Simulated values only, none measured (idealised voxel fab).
The name of this process module is voxel plated lines.
The figure presents cross-section cut, which has a width of 160 nm and is divided into square cells with an edge length of 5 nm.
Cross-section layout: square cells on a grid; listed as bands, top to bottom; a band spans one or more cell rows.
Each band's line starts with the height of the band's top and of its bottom, in nm. Then come its materials from left to right, each with its width in nm. One material with "edge to edge" fills the band from edge to edge. "air" is empty space.
Heights are measured from 0, the level below which the as-received wafer is all one material; the lowest band has no bottom and continues downward, written as in "0 and below".
Graded width ("30..40"): value in top row of band = first number; value in bottom row = second number; row-to-row change constant.
The designation "nothing different", where it is given for a processing step, indicates that no cell of the cross-section was altered in the course of that step.
This entry, "Closed void entries", enumerates those empty regions of no fewer than 8 cells that possess no open connection to the top. Each region is reported in the form width x height at distance, the distance being taken from the left edge, with all three quantities expressed in nm.
Note: text after step settings on the step line = simulator remark on that step.
overlay nm: mask right of planned place by this much (step with mask). Neg. = left.

Process steps foreseen in the plan
1) RECEIVE,material Si
2) CONFORMAL_DEP,material SiO2,thk nm 5
3) DIRECTIONAL_DEP,material TiN,thk nm 5
4) PATTERN,tone open,mask id LINES,material resist,width nm 15,pitch nm 30,thk nm 25,overlay nm 0
5) EPI,material Ru,thk nm 5
6) EPI,material Ru,thk nm 5
7) STRIP,etch materials resist
8) DIRECTIONAL_ETCH,etch materials TiN,depth nm 5
9) CONFORMAL_DEP,material SiO2,thk nm 5

Cross-section of the incoming wafer, state after step 1
> 0 and below = Si edge to edge
> Closed void entries: none

Post-module cross-section: identical start and plan to those above, one misstep in execution
> 35 down to 20 = air 40 | SiO2 75 | air 45
> 20 down to 10 = SiO2 55 | Ru 15 | SiO2 15 | Ru 15 | SiO2 60
> 10 down to 5 = SiO2 55 | TiN 15 | SiO2 15 | TiN 15 | SiO2 60
> 5 down to 0 = SiO2 edge to edge
> 0 and below = Si edge to edge
> Closed void entries: none
Run error: heads up, step 9 didn't go per plan, it actually ran as CONFORMAL_DEP,material SiO2,thk nm 15
